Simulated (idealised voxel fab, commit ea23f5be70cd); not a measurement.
process module | voxel released beams
cross-section cut | 200 nm wide | cells 5 nm
A cross-section is a grid of square cells, given in bands from the top down. A band is one or more rows of cells.
Each band's line starts with the height of the band's top and of its bottom, in nm. Then come its materials from left to right, each with its width in nm. One material with "throughout" fills the band from edge to edge. "air" is empty space.
Height 0 is the level under which the wafer as received is all one material. The lowest band goes on downwards, as in "0 down".
A width such as "30 to 40" changes by the same amount from each row of cells to the next, from the band's top row to its bottom row.
"no change" after a step means that no cell of the cross-section changed.
closed voids: empty space of 8 cells or more with no open way to the top, each as width x height at its distance from the left edge, in nm
after a step's settings: what the simulator itself notes on the step
overlay nm, on a step with a mask: how far to the right of its planned place the mask lay; to the left if negative
plan
1 op RECEIVE | material Si
2 op CONFORMAL_DEP | material Al2O3 | thk nm 5
3 op DIRECTIONAL_DEP | material SiO2 | thk nm 15
4 op DIRECTIONAL_DEP | material aC | thk nm 10
5 op PATTERN | tone open | mask id ANCHOR | material resist | width nm 25 | thk nm 30 | overlay nm 0
6 op DIRECTIONAL_ETCH | etch materials aC | depth nm 10
7 op STRIP | etch materials resist
8 op DIRECTIONAL_ETCH | etch materials SiO2 | depth nm 15
9 op STRIP | etch materials aC
10 op CONFORMAL_DEP | material W | thk nm 10
11 op PATTERN | tone cover | mask id BEAM | material resist | width nm 70 | thk nm 15 | overlay nm 0
12 op DIRECTIONAL_ETCH | etch materials W | depth nm 10
13 op STRIP | etch materials resist
14 op STRIP | etch materials SiO2
as received, after step 1
  0 down: Si throughout
  closed voids: none
a wafer at the end: this start, this plan, one mistake
  30 to 20: air 60 | W 70 | air 70
  20 to 15: Al2O3 throughout
  15 to 0: SiO2 throughout
  0 down: Si throughout
  closed voids: none
what went wrong: steps 2 and 3 were swapped
